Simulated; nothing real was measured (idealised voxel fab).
The name of this process module is voxel lift off.
Section shown: cut. Width: 300 nm. Cell size: 5 nm, square.
Bands, listed from the top down, are how a cross-section gets written in this document; the cross-section itself is a grid of square cells, and a band is one or more rows of them.
Top, bottom (nm), then materials left to right with widths (nm); lone material tagged "throughout" fills the whole band edge to edge; "empty" = empty space.
Counting heights begins at 0, where everything beneath is, in the wafer as received, one material. The lowest band has no bottom; it goes on downwards, as "0 -> down" shows.
Width spec "30->40" -> top row of cells at first value, bottom row at second value, equal per-row change in between.
"all unchanged" -> step changed no cross-section cell.
"Closed void listing": sealed empty spaces, 8 cells or more, no open way to top, listed width x height at distance, with distance from the left edge and width, height and distance in nm.
The remark found on a step's line after its settings is issued by the simulator itself and pertains to that step.
"overlay nm", when on a step's line for a step with a mask, measures how far to the right of its planned place the mask lay; a negative measure means to the left.
Planned step list for the process:
1 RECEIVE | material Si
2 CONFORMAL_DEP | material SiN | thk nm 10
3 PATTERN | tone open | mask id LINES | material resist | width nm 25 | pitch nm 50 | thk nm 20 | overlay nm 0
4 DIRECTIONAL_DEP | material Ru | thk nm 10
5 STRIP | etch materials resist
6 CONFORMAL_DEP | material SiN | thk nm 5
Cross-section of the incoming wafer, state after step 1:
	0 -> down = Si throughout
	Closed void listing: none
Starting structure and process plan are as shown above, but one mistake was made in running the module; the wafer cross-section at the end of the module follows:
	25 -> 20 = SiN=115 | empty=15 | SiN=35 | empty=15 | SiN=120
	20 -> 15 = Ru=110 | SiN=5 | empty=15 | SiN=5 | Ru=25 | SiN=5 | empty=15 | SiN=5 | Ru=115
	15 -> 10 = Ru=110 | SiN=25 | Ru=25 | SiN=25 | Ru=115
	10 -> 0 = SiN throughout
	0 -> down = Si throughout
	Closed void listing: none
Misprocessing identified: planned and actual differ for step 3; actual: PATTERN | tone cover | mask id LINES | material resist | width nm 25 | pitch nm 50 | thk nm 20 | overlay nm 0
